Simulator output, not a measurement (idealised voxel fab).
The following process module bears the name voxel self aligned vias.
This is section cut - it's 145 nm across, gridded in 5 nm square cells.
Just so we're on the same page, the cross-sections are grids of square cells, and they're listed out in bands top to bottom, each band one or more rows deep. Top height, bottom height, nm. Materials left to right, width each, nm. Single material + "full width" = fills band edge to edge. "blank" = empty. Counting heights begins at 0, where everything beneath is, in the wafer as received, one material. The lowest band has no bottom; it goes on downwards, as "z 0 and below" shows. Width "30 to 40": first value at the band's top row of cells, second value at its bottom row, equal change from row to row. What does "no change" mean for a step? It means no cell of the cross-section changed in that step. "Fully sealed voids" lists enclosed empty spaces (at least 8 cells, no open path upward to the top), each as width x height at distance from the left edge, in nm. If you see something after the settings on a step's line, that's the simulator's own remark about that step. If you see "overlay nm" on a step's line and that step has a mask, it's telling you how far right of where it was planned the mask ended up; a negative number means it went left instead.

PROCESS STEPS (PLANNED)
step 1: RECEIVE | material Si
step 2: CONFORMAL_DEP | material SiO2 | thk nm 15
step 3: CONFORMAL_DEP | material SiCN | thk nm 5
step 4: DIRECTIONAL_DEP | material SiO2 | thk nm 20
step 5: PATTERN | tone open | mask id LINES | material resist | width nm 20 | pitch nm 50 | thk nm 20 | overlay nm 0
step 6: DIRECTIONAL_ETCH | etch materials SiO2 | depth nm 20
step 7: STRIP | etch materials resist
step 8: CONFORMAL_DEP | material TiN | thk nm 5
step 9: FILL_DEP | material Ru | thk nm 10
step 10: CMP | height nm 40
step 11: SELECTIVE_ETCH | etch materials W Ru TiN | depth nm 5
step 12: FILL_DEP | material SiN | thk nm 5
step 13: CMP | height nm 40
step 14: DIRECTIONAL_DEP | material SiO2 | thk nm 15
step 15: PATTERN | tone open | mask id VIAS | material resist | width nm 30 | pitch nm 50 | thk nm 20 | overlay nm 0
step 16: DIRECTIONAL_ETCH | etch materials SiO2 | depth nm 15
step 17: DIRECTIONAL_ETCH | etch materials SiN | depth nm 5
step 18: STRIP | etch materials resist
step 19: CONFORMAL_DEP | material TiN | thk nm 5
step 20: FILL_DEP | material W | thk nm 10
step 21: CMP | height nm 55
step 22: CONFORMAL_DEP | material SiCN | thk nm 5

FIRST OF TWO WAFERS - AS PLANNED

HERE'S WHAT THE WAFER LOOKED LIKE IN CROSS-SECTION WHEN IT ARRIVED - THAT'S AFTER STEP 1
    z 0 and below  Si full width
    Fully sealed voids: none

CROSS-SECTIONAL REPRESENTATION OF THE WAFER AT THE CONCLUSION OF STEP 2
    z 15 to 0  SiO2 full width
    Unchanged below 0.

CROSS-SECTIONAL REPRESENTATION OF THE WAFER AT THE CONCLUSION OF STEP 3
    z 20 to 15  SiCN full width
    Unchanged below 15.

CROSS-SECTIONAL REPRESENTATION OF THE WAFER AT THE CONCLUSION OF STEP 4
    z 40 to 20  SiO2 full width
    Unchanged below 20.

CROSS-SECTIONAL REPRESENTATION OF THE WAFER AT THE CONCLUSION OF STEP 5
    z 60 to 40  resist 35 | blank 20 | resist 30 | blank 20 | resist 40
    Unchanged below 40.

CROSS-SECTIONAL REPRESENTATION OF THE WAFER AT THE CONCLUSION OF STEP 6
    z 60 to 40  resist 35 | blank 20 | resist 30 | blank 20 | resist 40
    z 40 to 20  SiO2 35 | blank 20 | SiO2 30 | blank 20 | SiO2 40
    Unchanged below 20.

CROSS-SECTIONAL REPRESENTATION OF THE WAFER AT THE CONCLUSION OF STEP 7
    z 40 to 20  SiO2 35 | blank 20 | SiO2 30 | blank 20 | SiO2 40
    Unchanged below 20.

CROSS-SECTIONAL REPRESENTATION OF THE WAFER AT THE CONCLUSION OF STEP 8
    z 45 to 40  TiN 40 | blank 10 | TiN 40 | blank 10 | TiN 45
    z 40 to 25  SiO2 35 | TiN 5 | blank 10 | TiN 5 | SiO2 30 | TiN 5 | blank 10 | TiN 5 | SiO2 40
    z 25 to 20  SiO2 35 | TiN 20 | SiO2 30 | TiN 20 | SiO2 40
    Unchanged below 20.

CROSS-SECTIONAL REPRESENTATION OF THE WAFER AT THE CONCLUSION OF STEP 9
    z 55 to 45  Ru full width
    z 45 to 40  TiN 40 | Ru 10 | TiN 40 | Ru 10 | TiN 45
    z 40 to 25  SiO2 35 | TiN 5 | Ru 10 | TiN 5 | SiO2 30 | TiN 5 | Ru 10 | TiN 5 | SiO2 40
    Unchanged below 25.

CROSS-SECTIONAL REPRESENTATION OF THE WAFER AT THE CONCLUSION OF STEP 10
    z 40 to 25  SiO2 35 | TiN 5 | Ru 10 | TiN 5 | SiO2 30 | TiN 5 | Ru 10 | TiN 5 | SiO2 40
    Unchanged below 25.

CROSS-SECTIONAL REPRESENTATION OF THE WAFER AT THE CONCLUSION OF STEP 11
    z 40 to 35  SiO2 35 | blank 20 | SiO2 30 | blank 20 | SiO2 40
    Unchanged below 35.

CROSS-SECTIONAL REPRESENTATION OF THE WAFER AT THE CONCLUSION OF STEP 12
    z 45 to 40  SiN full width
    z 40 to 35  SiO2 35 | SiN 20 | SiO2 30 | SiN 20 | SiO2 40
    Unchanged below 35.

CROSS-SECTIONAL REPRESENTATION OF THE WAFER AT THE CONCLUSION OF STEP 13
    z 40 to 35  SiO2 35 | SiN 20 | SiO2 30 | SiN 20 | SiO2 40
    Unchanged below 35.

CROSS-SECTIONAL REPRESENTATION OF THE WAFER AT THE CONCLUSION OF STEP 14
    z 55 to 40  SiO2 full width
    Unchanged below 40.

CROSS-SECTIONAL REPRESENTATION OF THE WAFER AT THE CONCLUSION OF STEP 15
    z 75 to 55  resist 30 | blank 30 | resist 20 | blank 30 | resist 35
    Unchanged below 55.

CROSS-SECTIONAL REPRESENTATION OF THE WAFER AT THE CONCLUSION OF STEP 16
    z 75 to 55  resist 30 | blank 30 | resist 20 | blank 30 | resist 35
    z 55 to 40  SiO2 30 | blank 30 | SiO2 20 | blank 30 | SiO2 35
    Unchanged below 40.

CROSS-SECTIONAL REPRESENTATION OF THE WAFER AT THE CONCLUSION OF STEP 17
    z 75 to 55  resist 30 | blank 30 | resist 20 | blank 30 | resist 35
    z 55 to 40  SiO2 30 | blank 30 | SiO2 20 | blank 30 | SiO2 35
    z 40 to 35  SiO2 35 | blank 20 | SiO2 30 | blank 20 | SiO2 40
    Unchanged below 35.

CROSS-SECTIONAL REPRESENTATION OF THE WAFER AT THE CONCLUSION OF STEP 18
    z 55 to 40  SiO2 30 | blank 30 | SiO2 20 | blank 30 | SiO2 35
    Unchanged below 40.

CROSS-SECTIONAL REPRESENTATION OF THE WAFER AT THE CONCLUSION OF STEP 19
    z 60 to 55  TiN 35 | blank 20 | TiN 30 | blank 20 | TiN 40
    z 55 to 45  SiO2 30 | TiN 5 | blank 20 | TiN 5 | SiO2 20 | TiN 5 | blank 20 | TiN 5 | SiO2 35
    z 45 to 40  SiO2 30 | TiN 10 | blank 10 | TiN 10 | SiO2 20 | TiN 10 | blank 10 | TiN 10 | SiO2 35
    z 40 to 35  SiO2 35 | TiN 20 | SiO2 30 | TiN 20 | SiO2 40
    Unchanged below 35.

CROSS-SECTIONAL REPRESENTATION OF THE WAFER AT THE CONCLUSION OF STEP 20
    z 70 to 60  W full width
    z 60 to 55  TiN 35 | W 20 | TiN 30 | W 20 | TiN 40
    z 55 to 45  SiO2 30 | TiN 5 | W 20 | TiN 5 | SiO2 20 | TiN 5 | W 20 | TiN 5 | SiO2 35
    z 45 to 40  SiO2 30 | TiN 10 | W 10 | TiN 10 | SiO2 20 | TiN 10 | W 10 | TiN 10 | SiO2 35
    Unchanged below 40.

CROSS-SECTIONAL REPRESENTATION OF THE WAFER AT THE CONCLUSION OF STEP 21
    z 55 to 45  SiO2 30 | TiN 5 | W 20 | TiN 5 | SiO2 20 | TiN 5 | W 20 | TiN 5 | SiO2 35
    Unchanged below 45.

CROSS-SECTIONAL REPRESENTATION OF THE WAFER AT THE CONCLUSION OF STEP 22
    z 60 to 55  SiCN full width
    Unchanged below 55.

COMPANION WAFER, THE SECOND OF TWO: SAME BEGINNING, SAME INTENDED SEQUENCE, ONE MISTAKE IN CARRYING IT OUT; THROUGH STEP 1 INCLUSIVE IT TRACKS THE FIRST EXACTLY

Cross-sectional view of the second wafer at the intended end time of process step 2: no change

CROSS-SECTIONAL VIEW OF THE SECOND WAFER AT THE INTENDED END TIME OF PROCESS STEP 3
    z 5 to 0  SiCN full width
    Unchanged below 0.

CROSS-SECTIONAL VIEW OF THE SECOND WAFER AT THE INTENDED END TIME OF PROCESS STEP 4
    z 25 to 5  SiO2 full width
    Unchanged below 5.

CROSS-SECTIONAL VIEW OF THE SECOND WAFER AT THE INTENDED END TIME OF PROCESS STEP 5
    z 45 to 25  resist 35 | blank 20 | resist 30 | blank 20 | resist 40
    Unchanged below 25.

CROSS-SECTIONAL VIEW OF THE SECOND WAFER AT THE INTENDED END TIME OF PROCESS STEP 6
    z 45 to 25  resist 35 | blank 20 | resist 30 | blank 20 | resist 40
    z 25 to 5  SiO2 35 | blank 20 | SiO2 30 | blank 20 | SiO2 40
    Unchanged below 5.

CROSS-SECTIONAL VIEW OF THE SECOND WAFER AT THE INTENDED END TIME OF PROCESS STEP 7
    z 25 to 5  SiO2 35 | blank 20 | SiO2 30 | blank 20 | SiO2 40
    Unchanged below 5.

CROSS-SECTIONAL VIEW OF THE SECOND WAFER AT THE INTENDED END TIME OF PROCESS STEP 8
    z 30 to 25  TiN 40 | blank 10 | TiN 40 | blank 10 | TiN 45
    z 25 to 10  SiO2 35 | TiN 5 | blank 10 | TiN 5 | SiO2 30 | TiN 5 | blank 10 | TiN 5 | SiO2 40
    z 10 to 5  SiO2 35 | TiN 20 | SiO2 30 | TiN 20 | SiO2 40
    Unchanged below 5.

CROSS-SECTIONAL VIEW OF THE SECOND WAFER AT THE INTENDED END TIME OF PROCESS STEP 9
    z 40 to 30  Ru full width
    z 30 to 25  TiN 40 | Ru 10 | TiN 40 | Ru 10 | TiN 45
    z 25 to 10  SiO2 35 | TiN 5 | Ru 10 | TiN 5 | SiO2 30 | TiN 5 | Ru 10 | TiN 5 | SiO2 40
    Unchanged below 10.

Cross-sectional view of the second wafer at the intended end time of process step 10: no change

CROSS-SECTIONAL VIEW OF THE SECOND WAFER AT THE INTENDED END TIME OF PROCESS STEP 11
    z 35 to 30  Ru full width
    Unchanged below 30.

CROSS-SECTIONAL VIEW OF THE SECOND WAFER AT THE INTENDED END TIME OF PROCESS STEP 12
    z 40 to 35  SiN full width
    Unchanged below 35.

Cross-sectional view of the second wafer at the intended end time of process step 13: no change

CROSS-SECTIONAL VIEW OF THE SECOND WAFER AT THE INTENDED END TIME OF PROCESS STEP 14
    z 55 to 40  SiO2 full width
    Unchanged below 40.

CROSS-SECTIONAL VIEW OF THE SECOND WAFER AT THE INTENDED END TIME OF PROCESS STEP 15
    z 75 to 55  resist 30 | blank 30 | resist 20 | blank 30 | resist 35
    Unchanged below 55.

CROSS-SECTIONAL VIEW OF THE SECOND WAFER AT THE INTENDED END TIME OF PROCESS STEP 16
    z 75 to 55  resist 30 | blank 30 | resist 20 | blank 30 | resist 35
    z 55 to 40  SiO2 30 | blank 30 | SiO2 20 | blank 30 | SiO2 35
    Unchanged below 40.

CROSS-SECTIONAL VIEW OF THE SECOND WAFER AT THE INTENDED END TIME OF PROCESS STEP 17
    z 75 to 55  resist 30 | blank 30 | resist 20 | blank 30 | resist 35
    z 55 to 40  SiO2 30 | blank 30 | SiO2 20 | blank 30 | SiO2 35
    z 40 to 35  SiN 30 | blank 30 | SiN 20 | blank 30 | SiN 35
    Unchanged below 35.

CROSS-SECTIONAL VIEW OF THE SECOND WAFER AT THE INTENDED END TIME OF PROCESS STEP 18
    z 55 to 40  SiO2 30 | blank 30 | SiO2 20 | blank 30 | SiO2 35
    Unchanged below 40.

CROSS-SECTIONAL VIEW OF THE SECOND WAFER AT THE INTENDED END TIME OF PROCESS STEP 19
    z 60 to 55  TiN 35 | blank 20 | TiN 30 | blank 20 | TiN 40
    z 55 to 40  SiO2 30 | TiN 5 | blank 20 | TiN 5 | SiO2 20 | TiN 5 | blank 20 | TiN 5 | SiO2 35
    z 40 to 35  SiN 30 | TiN 30 | SiN 20 | TiN 30 | SiN 35
    Unchanged below 35.

CROSS-SECTIONAL VIEW OF THE SECOND WAFER AT THE INTENDED END TIME OF PROCESS STEP 20
    z 70 to 60  W full width
    z 60 to 55  TiN 35 | W 20 | TiN 30 | W 20 | TiN 40
    z 55 to 40  SiO2 30 | TiN 5 | W 20 | TiN 5 | SiO2 20 | TiN 5 | W 20 | TiN 5 | SiO2 35
    Unchanged below 40.

CROSS-SECTIONAL VIEW OF THE SECOND WAFER AT THE INTENDED END TIME OF PROCESS STEP 21
    z 55 to 40  SiO2 30 | TiN 5 | W 20 | TiN 5 | SiO2 20 | TiN 5 | W 20 | TiN 5 | SiO2 35
    Unchanged below 40.

CROSS-SECTIONAL VIEW OF THE SECOND WAFER AT THE INTENDED END TIME OF PROCESS STEP 22
    z 60 to 55  SiCN full width
    Unchanged below 55.
Nonconformance to the process plan: yeah, step 2 of the plan got skipped, never ran
The final cell counts differ between the wafers, with the second having more or fewer of some materials than the first: Ru: 37 more, SiN: 17 more, SiO2: 87 fewer, TiN: 29 more, W: 4 more
